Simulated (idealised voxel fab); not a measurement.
This section sets out a process module, namely voxel transistor to metal.
Square cells of 5 nm make up the cross-section cut, whose width is 200 nm.
Throughout this document, each cross-section is represented as a grid of square cells and is presented as a sequence of bands enumerated from the top downward, where a band comprises one or more rows of cells.
Heads up on the band format: heights come first, top then bottom, in nm. After that it's the materials left to right, each with its width in nm. A single material flagged "everywhere" fills the whole band edge to edge, and "empty" means there's empty space there.
A quick word on heights: they are counted from 0, and under that level the wafer as it came to us is one material throughout. The lowest band is different from the rest in having no bottom; it simply continues downward, written as in "z 0 and below".
Note: "30..40" means the width goes from the first number (top row of the band) to the second number (bottom row) in equal steps per row of cells.
"nothing got changed", as given for a step, is the statement that not any cell of the cross-section underwent a change during that step.
This entry, "Enclosed void list", enumerates those empty regions of no fewer than 8 cells that possess no open connection to the top. Each region is reported in the form width x height at distance, the distance being taken from the left edge, with all three quantities expressed in nm.
What comes after the settings on a step's line is commentary from the simulator itself on that step.
"overlay nm" on a masked step: distance the mask lay right of its planned place, negative for left.

**Below is the list of planned process steps**
1) RECEIVE,material Si
2) CONFORMAL_DEP,material SiO2,thk nm 5
3) CONFORMAL_DEP,material SiN,thk nm 10
4) MASKED_ETCH,tone cover,mask id ACTIVE,width nm 115,etch materials SiN,depth nm 10,overlay nm 0
5) MASKED_ETCH,tone cover,mask id ACTIVE,width nm 115,etch materials SiO2,depth nm 5,overlay nm 0
6) MASKED_ETCH,tone cover,mask id ACTIVE,width nm 115,etch materials Si,depth nm 35,overlay nm 0
7) FILL_DEP,material SiO2,thk nm 10
8) CMP,height nm 15
9) SELECTIVE_ETCH,etch materials SiO2,depth nm 10
10) STRIP,etch materials SiN
11) SELECTIVE_ETCH,etch materials SiO2,depth nm 5
12) OXIDIZE,depth nm 5
13) DIRECTIONAL_DEP,material polySi,thk nm 25
14) DIRECTIONAL_DEP,material SiCN,thk nm 15
15) PATTERN,tone cover,mask id GATE,material resist,width nm 35,thk nm 20,overlay nm 0
16) DIRECTIONAL_ETCH,etch materials SiCN,depth nm 25
17) DIRECTIONAL_ETCH,etch materials polySi,depth nm 35
18) STRIP,etch materials resist
19) CONFORMAL_DEP,material SiN,thk nm 5
20) DIRECTIONAL_ETCH,etch materials SiN,depth nm 5
21) DIRECTIONAL_ETCH,etch materials SiO2,depth nm 5
22) EPI,material nSi,thk nm 5
23) FILL_DEP,material SiO2,thk nm 5
24) CMP,height nm 25
25) STRIP,etch materials polySi
26) SELECTIVE_ETCH,etch materials SiO2,depth nm 5
27) CONFORMAL_DEP,material HfO2,thk nm 5
28) CONFORMAL_DEP,material TiN,thk nm 5
29) FILL_DEP,material W,thk nm 5
30) CMP,height nm 20
31) DIRECTIONAL_DEP,material SiO2,thk nm 15
32) DIRECTIONAL_DEP,material aC,thk nm 10
33) PATTERN,tone open,mask id CONTACT,material resist,width nm 15,pitch nm 90,thk nm 25,overlay nm 0
34) DIRECTIONAL_ETCH,etch materials aC,depth nm 10
35) STRIP,etch materials resist
36) DIRECTIONAL_ETCH,etch materials SiO2,depth nm 35
37) STRIP,etch materials aC
38) CONFORMAL_DEP,material TiN,thk nm 5
39) FILL_DEP,material W,thk nm 5
40) CMP,height nm 35
41) CONFORMAL_DEP,material SiCN,thk nm 5
42) DIRECTIONAL_DEP,material SiO2,thk nm 25
43) DIRECTIONAL_DEP,material aC,thk nm 15
44) PATTERN,tone open,mask id METAL_1,material resist,width nm 15,pitch nm 90,thk nm 30,overlay nm 0
45) DIRECTIONAL_ETCH,etch materials aC,depth nm 15
46) STRIP,etch materials resist
47) DIRECTIONAL_ETCH,etch materials SiO2,depth nm 25
48) DIRECTIONAL_ETCH,etch materials SiCN,depth nm 5
49) STRIP,etch materials aC
50) CONFORMAL_DEP,material TiN,thk nm 5
51) FILL_DEP,material Cu,thk nm 5
52) CMP,height nm 65
53) CONFORMAL_DEP,material SiCN,thk nm 5
54) DIRECTIONAL_DEP,material SiO2,thk nm 30
55) PATTERN,tone open,mask id METAL_2,material resist,width nm 15,pitch nm 90,thk nm 20,overlay nm 0
56) DIRECTIONAL_ETCH,etch materials SiO2,depth nm 20
57) STRIP,etch materials resist
58) MASKED_ETCH,tone open,mask id METAL_2_HOLES,width nm 15,pitch nm 90,etch materials SiO2,depth nm 10,overlay nm 0
59) MASKED_ETCH,tone open,mask id METAL_2_HOLES,width nm 15,pitch nm 90,etch materials SiCN,depth nm 5,overlay nm 0
60) CONFORMAL_DEP,material TiN,thk nm 5
61) FILL_DEP,material Ru,thk nm 10
62) CMP,height nm 100
63) CONFORMAL_DEP,material SiCN,thk nm 5

**So this is the incoming wafer in cross-section - it's already been through step 1**
- z 0 and below | Si everywhere
- Enclosed void list: none

**Figure: cross-sectional view of the wafer upon completion of the module, processed from the initial state and according to the plan depicted above, with one error introduced during execution**
- z 105 to 100 | SiCN everywhere
- z 100 to 70 | SiO2 (45)  TiN (5)  Ru (5)  TiN (5)  SiO2 (75)  TiN (5)  Ru (5)  TiN (5)  SiO2 (50)
- z 70 to 65 | SiCN (45)  TiN (15)  SiCN (75)  TiN (15)  SiCN (50)
- z 65 to 40 | SiO2 (45)  TiN (5)  Cu (5)  TiN (5)  SiO2 (75)  TiN (5)  Cu (5)  TiN (5)  SiO2 (50)
- z 40 to 35 | SiCN (45)  TiN (15)  SiCN (75)  TiN (15)  SiCN (50)
- z 35 to 20 | SiO2 (45)  TiN (5)  W (5)  TiN (5)  SiO2 (75)  TiN (5)  W (5)  TiN (5)  SiO2 (50)
- z 20 to 5 | SiO2 (45)  TiN (5)  W (5)  TiN (5)  SiO2 (15)  SiN (5)  TiN (5)  HfO2 (5)  W (15)  HfO2 (5)  TiN (5)  SiN (5)  SiO2 (15)  TiN (5)  W (5)  TiN (5)  SiO2 (50)
- z 5 to 0 | SiO2 (45)  TiN (15)  SiO2 (15)  SiN (5)  TiN (5)  HfO2 (25)  TiN (5)  SiN (5)  SiO2 (15)  TiN (15)  SiO2 (50)
- z 0 to -5 | SiO2 (35)  nSi (40)  TiN (45)  nSi (40)  SiO2 (40)
- z -5 to -35 | SiO2 (40)  Si (115)  SiO2 (45)
- z -35 and below | Si everywhere
- Enclosed void list: none
Nonconformance to the process plan: the executed order of steps 27 and 28 is the reverse of that specified in the plan, each step having taken the other's position
